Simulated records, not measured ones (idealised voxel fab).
Presented below is a process module, voxel wiring stack.
Xsec cut, 240 nm wide, square cell size 5 nm.
Throughout this document, each cross-section is represented as a grid of square cells and is presented as a sequence of bands enumerated from the top downward, where a band comprises one or more rows of cells.
Band: top and bottom heights (nm) first, top before bottom; then materials from left to right, widths in nm. "throughout" marks a sole material filling the band edge to edge. "blank" denotes empty space.
Ref level 0: as-received wafer is one material below here. Bottom band extends down with no lower bound ("0 -> down").
Per-row width for "30..40": begins at first number (top row of band), ends at second number (bottom row), increment between rows held constant.
Any step labelled "nothing different" changed none of the cells in the cross-section.
You'll see "Closed void list" listing empty spaces that have no way open to the top, as long as they're 8 cells or more; the notation is width x height at distance, where the distance is from the left edge, and all of it is in nm.
Past the settings on a step's line: simulator remark, on that step.
The line of a step may include "overlay nm". On a step with a mask, this value is how far to the right of its planned place the mask lay. A negative value means the mask lay to the left.
Pairs follow: section before one process step, section after it down to the lowest changed band, step with settings underneath. Pairs may come from different runs of this module on the same starting wafer; continuity with the pair above only as stated in the "Pre-step snapshot" entry.

Pre-step snapshot:
95 -> 80 | aC throughout
80 -> 65 | SiO2 throughout
65 -> 60 | SiN throughout
60 -> 45 | lowk 85  Ru 15  lowk 25  Ru 15  lowk 100
45 -> 40 | SiCN 85  Ru 15  SiCN 25  Ru 15  SiCN 100
40 -> 20 | SiO2 85  Ru 25  SiO2 15  Ru 25  SiO2 90
20 -> 15 | SiO2 85  TiN 30  SiO2 10  TiN 30  SiO2 85
15 -> 0 | SiO2 throughout
0 -> down | Si throughout
Closed void list: none

Post-Process View:
125 -> 95 | resist 85  blank 25  resist 15  blank 25  resist 90
Whatever lies below 95 is exactly as it was before.
Closed void list: none
Formally, the process step situated between the two cross-sections above is PATTERN with tone open, mask id METAL_2, material resist, width nm 25, pitch nm 40, thk nm 30, overlay nm 0

Pre-step snapshot: as shown after the step in the preceding pair, directly above.

Post-Process View:
110 -> 95 | resist 85  blank 25  resist 15  blank 25  resist 90
95 -> 80 | aC 85  blank 25  aC 15  blank 25  aC 90
Whatever lies below 80 is exactly as it was before.
Closed void list: none
Formally, the process step situated between the two cross-sections above is DIRECTIONAL_ETCH with etch materials aC, depth nm 15

Pre-step snapshot: as shown after the step in the preceding pair, directly above.

Post-Process View:
95 -> 80 | aC 85  blank 25  aC 15  blank 25  aC 90
Whatever lies below 80 is exactly as it was before.
Closed void list: none
Formally, the process step situated between the two cross-sections above is STRIP with etch materials resist

Pre-step snapshot: as shown after the step in the preceding pair, directly above.

Post-Process View:
95 -> 80 | aC 85  blank 25  aC 15  blank 25  aC 90
80 -> 65 | SiO2 85  blank 25  SiO2 15  blank 25  SiO2 90
Whatever lies below 65 is exactly as it was before.
Closed void list: none
Formally, the process step situated between the two cross-sections above is DIRECTIONAL_ETCH with etch materials SiO2, depth nm 15

Pre-step snapshot: as shown after the step in the preceding pair, directly above.

Post-Process View:
95 -> 80 | aC 85  blank 25  aC 15  blank 25  aC 90
80 -> 65 | SiO2 85  blank 25  SiO2 15  blank 25  SiO2 90
65 -> 60 | SiN 85  blank 25  SiN 15  blank 25  SiN 90
Whatever lies below 60 is exactly as it was before.
Closed void list: none
Formally, the process step situated between the two cross-sections above is DIRECTIONAL_ETCH with etch materials SiN, depth nm 5

Pre-step snapshot: as shown after the step in the preceding pair, directly above.

Post-Process View:
80 -> 65 | SiO2 85  blank 25  SiO2 15  blank 25  SiO2 90
Whatever lies below 65 is exactly as it was before.
Closed void list: none
Formally, the process step situated between the two cross-sections above is STRIP with etch materials aC

Pre-step snapshot: as shown after the step in the preceding pair, directly above.

Post-Process View:
85 -> 80 | TiN 90  blank 15  TiN 25  blank 15  TiN 95
80 -> 65 | SiO2 85  TiN 5  blank 15  TiN 5  SiO2 15  TiN 5  blank 15  TiN 5  SiO2 90
65 -> 60 | SiN 85  TiN 25  SiN 15  TiN 25  SiN 90
Whatever lies below 60 is exactly as it was before.
Closed void list: none
Formally, the process step situated between the two cross-sections above is CONFORMAL_DEP with material TiN, thk nm 5

Pre-step snapshot: as shown after the step in the preceding pair, directly above.

Post-Process View:
90 -> 85 | Cu throughout
85 -> 80 | TiN 90  Cu 15  TiN 25  Cu 15  TiN 95
80 -> 65 | SiO2 85  TiN 5  Cu 15  TiN 5  SiO2 15  TiN 5  Cu 15  TiN 5  SiO2 90
Whatever lies below 65 is exactly as it was before.
Closed void list: none
Formally, the process step situated between the two cross-sections above is FILL_DEP with material Cu, thk nm 5

Pre-step snapshot: as shown after the step in the preceding pair, directly above.

Post-Process View:
80 -> 65 | SiO2 85  TiN 5  Cu 15  TiN 5  SiO2 15  TiN 5  Cu 15  TiN 5  SiO2 90
Whatever lies below 65 is exactly as it was before.
Closed void list: none
Formally, the process step situated between the two cross-sections above is CMP with height nm 80

Pre-step snapshot: as shown after the step in the preceding pair, directly above.

Post-Process View:
85 -> 80 | SiCN throughout
Whatever lies below 80 is exactly as it was before.
Closed void list: none
Formally, the process step situated between the two cross-sections above is CONFORMAL_DEP with material SiCN, thk nm 5

Pre-step snapshot: as shown after the step in the preceding pair, directly above.

Post-Process View:
110 -> 85 | SiO2 throughout
Whatever lies below 85 is exactly as it was before.
Closed void list: none
Formally, the process step situated between the two cross-sections above is DIRECTIONAL_DEP with material SiO2, thk nm 25

Pre-step snapshot: as shown after the step in the preceding pair, directly above.

Post-Process View:
110 -> 85 | SiO2 85  blank 15  SiO2 140
Whatever lies below 85 is exactly as it was before.
Closed void list: none
Formally, the process step situated between the two cross-sections above is MASKED_ETCH with tone open, mask id METAL_3_HOLES, width nm 15, etch materials SiO2, depth nm 25, overlay nm 0

Pre-step snapshot: as shown after the step in the preceding pair, directly above.

Post-Process View:
125 -> 110 | aC 85  blank 15  aC 140
110 -> 100 | SiO2 85  blank 15  SiO2 140
100 -> 85 | SiO2 85  aC 15  SiO2 140
Whatever lies below 85 is exactly as it was before.
Closed void list: none
Formally, the process step situated between the two cross-sections above is DIRECTIONAL_DEP with material aC, thk nm 15

Pre-step snapshot: as shown after the step in the preceding pair, directly above.

Post-Process View:
155 -> 125 | resist 85  blank 25  resist 15  blank 25  resist 90
Whatever lies below 125 is exactly as it was before.
Closed void list: none
Formally, the process step situated between the two cross-sections above is PATTERN with tone open, mask id METAL_3, material resist, width nm 25, pitch nm 40, thk nm 30, overlay nm 0

Pre-step snapshot: as shown after the step in the preceding pair, directly above.

Post-Process View:
140 -> 125 | resist 85  blank 25  resist 15  blank 25  resist 90
125 -> 110 | aC 85  blank 25  aC 15  blank 25  aC 90
110 -> 85 | SiO2 85  blank 15  SiO2 140
Whatever lies below 85 is exactly as it was before.
Closed void list: none
Formally, the process step situated between the two cross-sections above is DIRECTIONAL_ETCH with etch materials aC, depth nm 15

Pre-step snapshot: as shown after the step in the preceding pair, directly above.

Post-Process View:
125 -> 110 | aC 85  blank 25  aC 15  blank 25  aC 90
Whatever lies below 110 is exactly as it was before.
Closed void list: none
Formally, the process step situated between the two cross-sections above is STRIP with etch materials resist

Pre-step snapshot: as shown after the step in the preceding pair, directly above.

Post-Process View:
125 -> 110 | aC 85  blank 25  aC 15  blank 25  aC 90
110 -> 95 | SiO2 85  blank 25  SiO2 15  blank 25  SiO2 90
Whatever lies below 95 is exactly as it was before.
Closed void list: none
Formally, the process step situated between the two cross-sections above is DIRECTIONAL_ETCH with etch materials SiO2, depth nm 15

Pre-step snapshot: as shown after the step in the preceding pair, directly above.

Post-Process View:
125 -> 110 | aC 85  blank 25  aC 15  blank 25  aC 90
110 -> 95 | SiO2 85  blank 25  SiO2 15  blank 25  SiO2 90
95 -> 85 | SiO2 85  blank 15  SiO2 140
85 -> 80 | SiCN 85  blank 15  SiCN 140
Whatever lies below 80 is exactly as it was before.
Closed void list: none
Formally, the process step situated between the two cross-sections above is DIRECTIONAL_ETCH with etch materials SiCN, depth nm 5

Pre-step snapshot: as shown after the step in the preceding pair, directly above.

Post-Process View:
110 -> 95 | SiO2 85  blank 25  SiO2 15  blank 25  SiO2 90
Whatever lies below 95 is exactly as it was before.
Closed void list: none
Formally, the process step situated between the two cross-sections above is STRIP with etch materials aC

Pre-step snapshot: as shown after the step in the preceding pair, directly above.

Post-Process View:
115 -> 110 | TiN 90  blank 15  TiN 25  blank 15  TiN 95
110 -> 100 | SiO2 85  TiN 5  blank 15  TiN 5  SiO2 15  TiN 5  blank 15  TiN 5  SiO2 90
100 -> 95 | SiO2 85  TiN 5  blank 5  TiN 15  SiO2 15  TiN 25  SiO2 90
95 -> 85 | SiO2 85  TiN 5  blank 5  TiN 5  SiO2 140
85 -> 80 | SiCN 85  TiN 15  SiCN 140
Whatever lies below 80 is exactly as it was before.
Closed void list: none
Formally, the process step situated between the two cross-sections above is CONFORMAL_DEP with material TiN, thk nm 5

Pre-step snapshot: as shown after the step in the preceding pair, directly above.

Post-Process View:
125 -> 115 | Ru throughout
115 -> 110 | TiN 90  Ru 15  TiN 25  Ru 15  TiN 95
110 -> 100 | SiO2 85  TiN 5  Ru 15  TiN 5  SiO2 15  TiN 5  Ru 15  TiN 5  SiO2 90
100 -> 95 | SiO2 85  TiN 5  Ru 5  TiN 15  SiO2 15  TiN 25  SiO2 90
95 -> 85 | SiO2 85  TiN 5  Ru 5  TiN 5  SiO2 140
Whatever lies below 85 is exactly as it was before.
Closed void list: none
Formally, the process step situated between the two cross-sections above is FILL_DEP with material Ru, thk nm 10

Pre-step snapshot: as shown after the step in the preceding pair, directly above.

Post-Process View:
110 -> 100 | SiO2 85  TiN 5  Ru 15  TiN 5  SiO2 15  TiN 5  Ru 15  TiN 5  SiO2 90
Whatever lies below 100 is exactly as it was before.
Closed void list: none
Formally, the process step situated between the two cross-sections above is CMP with height nm 110

Pre-step snapshot: as shown after the step in the preceding pair, directly above.

Post-Process View:
115 -> 110 | SiCN throughout
Whatever lies below 110 is exactly as it was before.
Closed void list: none
Formally, the process step situated between the two cross-sections above is CONFORMAL_DEP with material SiCN, thk nm 5

Pre-step snapshot: as shown after the step in the preceding pair, directly above.

Post-Process View:
145 -> 115 | SiO2 throughout
Whatever lies below 115 is exactly as it was before.
Closed void list: none
Formally, the process step situated between the two cross-sections above is DIRECTIONAL_DEP with material SiO2, thk nm 30

Pre-step snapshot: as shown after the step in the preceding pair, directly above.

Post-Process View:
165 -> 145 | resist 85  blank 25  resist 15  blank 25  resist 90
Whatever lies below 145 is exactly as it was before.
Closed void list: none
Formally, the process step situated between the two cross-sections above is PATTERN with tone open, mask id METAL_4, material resist, width nm 25, pitch nm 40, thk nm 20, overlay nm 0

Pre-step snapshot: as shown after the step in the preceding pair, directly above.

Post-Process View:
165 -> 145 | resist 85  blank 25  resist 15  blank 25  resist 90
145 -> 125 | SiO2 85  blank 25  SiO2 15  blank 25  SiO2 90
Whatever lies below 125 is exactly as it was before.
Closed void list: none
Formally, the process step situated between the two cross-sections above is DIRECTIONAL_ETCH with etch materials SiO2, depth nm 20

Pre-step snapshot: as shown after the step in the preceding pair, directly above.

Post-Process View:
145 -> 125 | SiO2 85  blank 25  SiO2 15  blank 25  SiO2 90
Whatever lies below 125 is exactly as it was before.
Closed void list: none
Formally, the process step situated between the two cross-sections above is STRIP with etch materials resist

Pre-step snapshot: as shown after the step in the preceding pair, directly above.

Post-Process View:
145 -> 125 | SiO2 85  blank 25  SiO2 15  blank 25  SiO2 90
125 -> 115 | SiO2 85  blank 15  SiO2 25  blank 15  SiO2 100
Whatever lies below 115 is exactly as it was before.
Closed void list: none
Formally, the process step situated between the two cross-sections above is MASKED_ETCH with tone open, mask id METAL_4_HOLES, width nm 15, pitch nm 40, etch materials SiO2, depth nm 10, overlay nm 0

Pre-step snapshot: as shown after the step in the preceding pair, directly above.

Post-Process View:
145 -> 125 | SiO2 85  blank 25  SiO2 15  blank 25  SiO2 90
125 -> 115 | SiO2 85  blank 15  SiO2 25  blank 15  SiO2 100
115 -> 110 | SiCN 85  blank 15  SiCN 25  blank 15  SiCN 100
Whatever lies below 110 is exactly as it was before.
Closed void list: none
Formally, the process step situated between the two cross-sections above is MASKED_ETCH with tone open, mask id METAL_4_HOLES, width nm 15, pitch nm 40, etch materials SiCN, depth nm 5, overlay nm 0

Pre-step snapshot: as shown after the step in the preceding pair, directly above.

Post-Process View:
150 -> 145 | TiN 90  blank 15  TiN 25  blank 15  TiN 95
145 -> 130 | SiO2 85  TiN 5  blank 15  TiN 5  SiO2 15  TiN 5  blank 15  TiN 5  SiO2 90
130 -> 125 | SiO2 85  TiN 5  blank 5  TiN 15  SiO2 15  TiN 5  blank 5  TiN 15  SiO2 90
125 -> 115 | SiO2 85  TiN 5  blank 5  TiN 5  SiO2 25  TiN 5  blank 5  TiN 5  SiO2 100
115 -> 110 | SiCN 85  TiN 15  SiCN 25  TiN 15  SiCN 100
Whatever lies below 110 is exactly as it was before.
Closed void list: none
Formally, the process step situated between the two cross-sections above is CONFORMAL_DEP with material TiN, thk nm 5

Pre-step snapshot: as shown after the step in the preceding pair, directly above.

Post-Process View:
155 -> 150 | Cu throughout
150 -> 145 | TiN 90  Cu 15  TiN 25  Cu 15  TiN 95
145 -> 130 | SiO2 85  TiN 5  Cu 15  TiN 5  SiO2 15  TiN 5  Cu 15  TiN 5  SiO2 90
130 -> 125 | SiO2 85  TiN 5  Cu 5  TiN 15  SiO2 15  TiN 5  Cu 5  TiN 15  SiO2 90
125 -> 115 | SiO2 85  TiN 5  Cu 5  TiN 5  SiO2 25  TiN 5  Cu 5  TiN 5  SiO2 100
Whatever lies below 115 is exactly as it was before.
Closed void list: none
Formally, the process step situated between the two cross-sections above is FILL_DEP with material Cu, thk nm 5

Pre-step snapshot: as shown after the step in the preceding pair, directly above.

Post-Process View:
145 -> 130 | SiO2 85  TiN 5  Cu 15  TiN 5  SiO2 15  TiN 5  Cu 15  TiN 5  SiO2 90
Whatever lies below 130 is exactly as it was before.
Closed void list: none
Formally, the process step situated between the two cross-sections above is CMP with height nm 145

Pre-step snapshot: as shown after the step in the preceding pair, directly above.

Post-Process View:
150 -> 145 | SiN throughout
Whatever lies below 145 is exactly as it was before.
Closed void list: none
Formally, the process step situated between the two cross-sections above is CONFORMAL_DEP with material SiN, thk nm 5

Pre-step snapshot:
115 -> 110 | TiN 90  blank 15  TiN 25  blank 15  TiN 95
110 -> 100 | SiO2 85  TiN 5  blank 15  TiN 5  SiO2 15  TiN 5  blank 15  TiN 5  SiO2 90
100 -> 95 | SiO2 85  TiN 5  blank 5  TiN 15  SiO2 15  TiN 25  SiO2 90
95 -> 85 | SiO2 85  TiN 5  blank 5  TiN 5  SiO2 140
85 -> 80 | SiCN 85  TiN 15  SiCN 140
80 -> 65 | SiO2 85  TiN 5  Cu 15  TiN 5  SiO2 15  TiN 5  Cu 15  TiN 5  SiO2 90
65 -> 60 | SiN 85  TiN 25  SiN 15  TiN 25  SiN 90
60 -> 45 | lowk 85  Ru 15  lowk 25  Ru 15  lowk 100
45 -> 40 | SiCN 85  Ru 15  SiCN 25  Ru 15  SiCN 100
40 -> 20 | SiO2 85  Ru 25  SiO2 15  Ru 25  SiO2 90
20 -> 15 | SiO2 85  TiN 25  SiO2 15  TiN 25  SiO2 90
15 -> 0 | SiO2 throughout
0 -> down | Si throughout
Closed void list: none

Post-Process View:
125 -> 115 | aC throughout
115 -> 110 | TiN 90  aC 15  TiN 25  aC 15  TiN 95
110 -> 100 | SiO2 85  TiN 5  aC 15  TiN 5  SiO2 15  TiN 5  aC 15  TiN 5  SiO2 90
100 -> 95 | SiO2 85  TiN 5  aC 5  TiN 15  SiO2 15  TiN 25  SiO2 90
95 -> 85 | SiO2 85  TiN 5  aC 5  TiN 5  SiO2 140
Whatever lies below 85 is exactly as it was before.
Closed void list: none
Formally, the process step situated between the two cross-sections above is FILL_DEP with material aC, thk nm 10

Pre-step snapshot: as shown after the step in the preceding pair, directly above.

Post-Process View:
110 -> 100 | SiO2 85  TiN 5  aC 15  TiN 5  SiO2 15  TiN 5  aC 15  TiN 5  SiO2 90
Whatever lies below 100 is exactly as it was before.
Closed void list: none
Formally, the process step situated between the two cross-sections above is CMP with height nm 110

Pre-step snapshot: as shown after the step in the preceding pair, directly above.

Post-Process View:
115 -> 110 | SiCN throughout
Whatever lies below 110 is exactly as it was before.
Closed void list: none
Formally, the process step situated between the two cross-sections above is CONFORMAL_DEP with material SiCN, thk nm 5

Pre-step snapshot: as shown after the step in the preceding pair, directly above.

Post-Process View:
145 -> 115 | SiO2 throughout
Whatever lies below 115 is exactly as it was before.
Closed void list: none
Formally, the process step situated between the two cross-sections above is DIRECTIONAL_DEP with material SiO2, thk nm 30

Pre-step snapshot: as shown after the step in the preceding pair, directly above.

Post-Process View:
165 -> 145 | resist 85  blank 25  resist 15  blank 25  resist 90
Whatever lies below 145 is exactly as it was before.
Closed void list: none
Formally, the process step situated between the two cross-sections above is PATTERN with tone open, mask id METAL_4, material resist, width nm 25, pitch nm 40, thk nm 20, overlay nm 0

Pre-step snapshot: as shown after the step in the preceding pair, directly above.

Post-Process View:
165 -> 145 | resist 85  blank 25  resist 15  blank 25  resist 90
145 -> 125 | SiO2 85  blank 25  SiO2 15  blank 25  SiO2 90
Whatever lies below 125 is exactly as it was before.
Closed void list: none
Formally, the process step situated between the two cross-sections above is DIRECTIONAL_ETCH with etch materials SiO2, depth nm 20

Pre-step snapshot: as shown after the step in the preceding pair, directly above.

Post-Process View:
145 -> 125 | SiO2 85  blank 25  SiO2 15  blank 25  SiO2 90
Whatever lies below 125 is exactly as it was before.
Closed void list: none
Formally, the process step situated between the two cross-sections above is STRIP with etch materials resist

Pre-step snapshot: as shown after the step in the preceding pair, directly above.

Post-Process View:
145 -> 125 | SiO2 85  blank 25  SiO2 15  blank 25  SiO2 90
125 -> 115 | SiO2 85  blank 15  SiO2 25  blank 15  SiO2 100
Whatever lies below 115 is exactly as it was before.
Closed void list: none
Formally, the process step situated between the two cross-sections above is MASKED_ETCH with tone open, mask id METAL_4_HOLES, width nm 15, pitch nm 40, etch materials SiO2, depth nm 10, overlay nm 0

Pre-step snapshot: as shown after the step in the preceding pair, directly above.

Post-Process View:
145 -> 125 | SiO2 85  blank 25  SiO2 15  blank 25  SiO2 90
125 -> 115 | SiO2 85  blank 15  SiO2 25  blank 15  SiO2 100
115 -> 110 | SiCN 85  blank 15  SiCN 25  blank 15  SiCN 100
Whatever lies below 110 is exactly as it was before.
Closed void list: none
Formally, the process step situated between the two cross-sections above is MASKED_ETCH with tone open, mask id METAL_4_HOLES, width nm 15, pitch nm 40, etch materials SiCN, depth nm 5, overlay nm 0

Pre-step snapshot: as shown after the step in the preceding pair, directly above.

Post-Process View:
150 -> 145 | TiN 90  blank 15  TiN 25  blank 15  TiN 95
145 -> 130 | SiO2 85  TiN 5  blank 15  TiN 5  SiO2 15  TiN 5  blank 15  TiN 5  SiO2 90
130 -> 125 | SiO2 85  TiN 5  blank 5  TiN 15  SiO2 15  TiN 5  blank 5  TiN 15  SiO2 90
125 -> 115 | SiO2 85  TiN 5  blank 5  TiN 5  SiO2 25  TiN 5  blank 5  TiN 5  SiO2 100
115 -> 110 | SiCN 85  TiN 15  SiCN 25  TiN 15  SiCN 100
Whatever lies below 110 is exactly as it was before.
Closed void list: none
Formally, the process step situated between the two cross-sections above is CONFORMAL_DEP with material TiN, thk nm 5

Pre-step snapshot: as shown after the step in the preceding pair, directly above.

Post-Process View:
155 -> 150 | Cu throughout
150 -> 145 | TiN 90  Cu 15  TiN 25  Cu 15  TiN 95
145 -> 130 | SiO2 85  TiN 5  Cu 15  TiN 5  SiO2 15  TiN 5  Cu 15  TiN 5  SiO2 90
130 -> 125 | SiO2 85  TiN 5  Cu 5  TiN 15  SiO2 15  TiN 5  Cu 5  TiN 15  SiO2 90
125 -> 115 | SiO2 85  TiN 5  Cu 5  TiN 5  SiO2 25  TiN 5  Cu 5  TiN 5  SiO2 100
Whatever lies below 115 is exactly as it was before.
Closed void list: none
Formally, the process step situated between the two cross-sections above is FILL_DEP with material Cu, thk nm 5

Pre-step snapshot: as shown after the step in the preceding pair, directly above.

Post-Process View:
145 -> 130 | SiO2 85  TiN 5  Cu 15  TiN 5  SiO2 15  TiN 5  Cu 15  TiN 5  SiO2 90
Whatever lies below 130 is exactly as it was before.
Closed void list: none
Formally, the process step situated between the two cross-sections above is CMP with height nm 145

Pre-step snapshot: as shown after the step in the preceding pair, directly above.

Post-Process View:
150 -> 145 | SiN throughout
Whatever lies below 145 is exactly as it was before.
Closed void list: none
Formally, the process step situated between the two cross-sections above is CONFORMAL_DEP with material SiN, thk nm 5

Pre-step snapshot:
95 -> 80 | aC throughout
80 -> 65 | SiO2 throughout
65 -> 60 | SiN throughout
60 -> 45 | lowk 85  Ru 15  lowk 25  Ru 15  lowk 100
45 -> 40 | SiCN 85  Ru 15  SiCN 25  Ru 15  SiCN 100
40 -> 20 | SiO2 85  Ru 25  SiO2 15  Ru 25  SiO2 90
20 -> 15 | SiO2 85  TiN 25  SiO2 15  TiN 25  SiO2 90
15 -> 0 | SiO2 throughout
0 -> down | Si throughout
Closed void list: none

Post-Process View:
125 -> 95 | blank 85  resist 25  blank 15  resist 25  blank 90
Whatever lies below 95 is exactly as it was before.
Closed void list: none
Formally, the process step situated between the two cross-sections above is PATTERN with tone cover, mask id METAL_2, material resist, width nm 25, pitch nm 40, thk nm 30, overlay nm 0

Pre-step snapshot: as shown after the step in the preceding pair, directly above.

Post-Process View:
110 -> 95 | blank 85  resist 25  blank 15  resist 25  blank 90
95 -> 80 | blank 85  aC 25  blank 15  aC 25  blank 90
Whatever lies below 80 is exactly as it was before.
Closed void list: none
Formally, the process step situated between the two cross-sections above is DIRECTIONAL_ETCH with etch materials aC, depth nm 15

Pre-step snapshot: as shown after the step in the preceding pair, directly above.

Post-Process View:
95 -> 80 | blank 85  aC 25  blank 15  aC 25  blank 90
Whatever lies below 80 is exactly as it was before.
Closed void list: none
Formally, the process step situated between the two cross-sections above is STRIP with etch materials resist

Pre-step snapshot: as shown after the step in the preceding pair, directly above.

Post-Process View:
95 -> 80 | blank 85  aC 25  blank 15  aC 25  blank 90
80 -> 65 | blank 85  SiO2 25  blank 15  SiO2 25  blank 90
Whatever lies below 65 is exactly as it was before.
Closed void list: none
Formally, the process step situated between the two cross-sections above is DIRECTIONAL_ETCH with etch materials SiO2, depth nm 15

Pre-step snapshot: as shown after the step in the preceding pair, directly above.

Post-Process View:
95 -> 80 | blank 85  aC 25  blank 15  aC 25  blank 90
80 -> 65 | blank 85  SiO2 25  blank 15  SiO2 25  blank 90
65 -> 60 | blank 85  SiN 25  blank 15  SiN 25  blank 90
Whatever lies below 60 is exactly as it was before.
Closed void list: none
Formally, the process step situated between the two cross-sections above is DIRECTIONAL_ETCH with etch materials SiN, depth nm 5

Pre-step snapshot: as shown after the step in the preceding pair, directly above.

Post-Process View:
80 -> 65 | blank 85  SiO2 25  blank 15  SiO2 25  blank 90
Whatever lies below 65 is exactly as it was before.
Closed void list: none
Formally, the process step situated between the two cross-sections above is STRIP with etch materials aC

Pre-step snapshot: as shown after the step in the preceding pair, directly above.

Post-Process View:
85 -> 80 | blank 80  TiN 35  blank 5  TiN 35  blank 85
80 -> 65 | blank 80  TiN 5  SiO2 25  TiN 5  blank 5  TiN 5  SiO2 25  TiN 5  blank 85
65 -> 60 | TiN 85  SiN 25  TiN 15  SiN 25  TiN 90
Whatever lies below 60 is exactly as it was before.
Closed void list: none
Formally, the process step situated between the two cross-sections above is CONFORMAL_DEP with material TiN, thk nm 5

Pre-step snapshot: as shown after the step in the preceding pair, directly above.

Post-Process View:
90 -> 85 | Cu throughout
85 -> 80 | Cu 80  TiN 35  Cu 5  TiN 35  Cu 85
80 -> 65 | Cu 80  TiN 5  SiO2 25  TiN 5  Cu 5  TiN 5  SiO2 25  TiN 5  Cu 85
Whatever lies below 65 is exactly as it was before.
Closed void list: none
Formally, the process step situated between the two cross-sections above is FILL_DEP with material Cu, thk nm 5

Pre-step snapshot: as shown after the step in the preceding pair, directly above.

Post-Process View:
80 -> 65 | Cu 80  TiN 5  SiO2 25  TiN 5  Cu 5  TiN 5  SiO2 25  TiN 5  Cu 85
Whatever lies below 65 is exactly as it was before.
Closed void list: none
Formally, the process step situated between the two cross-sections above is CMP with height nm 80

Pre-step snapshot: as shown after the step in the preceding pair, directly above.

Post-Process View:
85 -> 80 | SiCN throughout
Whatever lies below 80 is exactly as it was before.
Closed void list: none
Formally, the process step situated between the two cross-sections above is CONFORMAL_DEP with material SiCN, thk nm 5

Pre-step snapshot: as shown after the step in the preceding pair, directly above.

Post-Process View:
110 -> 85 | SiO2 throughout
Whatever lies below 85 is exactly as it was before.
Closed void list: none
Formally, the process step situated between the two cross-sections above is DIRECTIONAL_DEP with material SiO2, thk nm 25

Pre-step snapshot: as shown after the step in the preceding pair, directly above.

Post-Process View:
110 -> 85 | SiO2 85  blank 15  SiO2 140
Whatever lies below 85 is exactly as it was before.
Closed void list: none
Formally, the process step situated between the two cross-sections above is MASKED_ETCH with tone open, mask id METAL_3_HOLES, width nm 15, etch materials SiO2, depth nm 25, overlay nm 0

Pre-step snapshot: as shown after the step in the preceding pair, directly above.

Post-Process View:
125 -> 110 | aC 85  blank 15  aC 140
110 -> 100 | SiO2 85  blank 15  SiO2 140
100 -> 85 | SiO2 85  aC 15  SiO2 140
Whatever lies below 85 is exactly as it was before.
Closed void list: none
Formally, the process step situated between the two cross-sections above is DIRECTIONAL_DEP with material aC, thk nm 15

Pre-step snapshot: as shown after the step in the preceding pair, directly above.

Post-Process View:
155 -> 125 | resist 85  blank 25  resist 15  blank 25  resist 90
Whatever lies below 125 is exactly as it was before.
Closed void list: none
Formally, the process step situated between the two cross-sections above is PATTERN with tone open, mask id METAL_3, material resist, width nm 25, pitch nm 40, thk nm 30, overlay nm 0

Pre-step snapshot: as shown after the step in the preceding pair, directly above.

Post-Process View:
140 -> 125 | resist 85  blank 25  resist 15  blank 25  resist 90
125 -> 110 | aC 85  blank 25  aC 15  blank 25  aC 90
110 -> 85 | SiO2 85  blank 15  SiO2 140
Whatever lies below 85 is exactly as it was before.
Closed void list: none
Formally, the process step situated between the two cross-sections above is DIRECTIONAL_ETCH with etch materials aC, depth nm 15

Pre-step snapshot: as shown after the step in the preceding pair, directly above.

Post-Process View:
125 -> 110 | aC 85  blank 25  aC 15  blank 25  aC 90
Whatever lies below 110 is exactly as it was before.
Closed void list: none
Formally, the process step situated between the two cross-sections above is STRIP with etch materials resist

Pre-step snapshot: as shown after the step in the preceding pair, directly above.

Post-Process View:
125 -> 110 | aC 85  blank 25  aC 15  blank 25  aC 90
110 -> 95 | SiO2 85  blank 25  SiO2 15  blank 25  SiO2 90
Whatever lies below 95 is exactly as it was before.
Closed void list: none
Formally, the process step situated between the two cross-sections above is DIRECTIONAL_ETCH with etch materials SiO2, depth nm 15

Pre-step snapshot: as shown after the step in the preceding pair, directly above.

Post-Process View:
125 -> 110 | aC 85  blank 25  aC 15  blank 25  aC 90
110 -> 95 | SiO2 85  blank 25  SiO2 15  blank 25  SiO2 90
95 -> 85 | SiO2 85  blank 15  SiO2 140
85 -> 80 | SiCN 85  blank 15  SiCN 140
Whatever lies below 80 is exactly as it was before.
Closed void list: none
Formally, the process step situated between the two cross-sections above is DIRECTIONAL_ETCH with etch materials SiCN, depth nm 5

Pre-step snapshot: as shown after the step in the preceding pair, directly above.

Post-Process View:
110 -> 95 | SiO2 85  blank 25  SiO2 15  blank 25  SiO2 90
Whatever lies below 95 is exactly as it was before.
Closed void list: none
Formally, the process step situated between the two cross-sections above is STRIP with etch materials aC

Pre-step snapshot: as shown after the step in the preceding pair, directly above.

Post-Process View:
115 -> 110 | TiN 90  blank 15  TiN 25  blank 15  TiN 95
110 -> 100 | SiO2 85  TiN 5  blank 15  TiN 5  SiO2 15  TiN 5  blank 15  TiN 5  SiO2 90
100 -> 95 | SiO2 85  TiN 5  blank 5  TiN 15  SiO2 15  TiN 25  SiO2 90
95 -> 85 | SiO2 85  TiN 5  blank 5  TiN 5  SiO2 140
85 -> 80 | SiCN 85  TiN 15  SiCN 140
Whatever lies below 80 is exactly as it was before.
Closed void list: none
Formally, the process step situated between the two cross-sections above is CONFORMAL_DEP with material TiN, thk nm 5

Pre-step snapshot: as shown after the step in the preceding pair, directly above.

Post-Process View:
125 -> 115 | Ru throughout
115 -> 110 | TiN 90  Ru 15  TiN 25  Ru 15  TiN 95
110 -> 100 | SiO2 85  TiN 5  Ru 15  TiN 5  SiO2 15  TiN 5  Ru 15  TiN 5  SiO2 90
100 -> 95 | SiO2 85  TiN 5  Ru 5  TiN 15  SiO2 15  TiN 25  SiO2 90
95 -> 85 | SiO2 85  TiN 5  Ru 5  TiN 5  SiO2 140
Whatever lies below 85 is exactly as it was before.
Closed void list: none
Formally, the process step situated between the two cross-sections above is FILL_DEP with material Ru, thk nm 10

Pre-step snapshot: as shown after the step in the preceding pair, directly above.

Post-Process View:
110 -> 100 | SiO2 85  TiN 5  Ru 15  TiN 5  SiO2 15  TiN 5  Ru 15  TiN 5  SiO2 90
Whatever lies below 100 is exactly as it was before.
Closed void list: none
Formally, the process step situated between the two cross-sections above is CMP with height nm 110

Pre-step snapshot: as shown after the step in the preceding pair, directly above.

Post-Process View:
115 -> 110 | SiCN throughout
Whatever lies below 110 is exactly as it was before.
Closed void list: none
Formally, the process step situated between the two cross-sections above is CONFORMAL_DEP with material SiCN, thk nm 5

Pre-step snapshot: as shown after the step in the preceding pair, directly above.

Post-Process View:
145 -> 115 | SiO2 throughout
Whatever lies below 115 is exactly as it was before.
Closed void list: none
Formally, the process step situated between the two cross-sections above is DIRECTIONAL_DEP with material SiO2, thk nm 30

Pre-step snapshot: as shown after the step in the preceding pair, directly above.

Post-Process View:
165 -> 145 | resist 85  blank 25  resist 15  blank 25  resist 90
Whatever lies below 145 is exactly as it was before.
Closed void list: none
Formally, the process step situated between the two cross-sections above is PATTERN with tone open, mask id METAL_4, material resist, width nm 25, pitch nm 40, thk nm 20, overlay nm 0
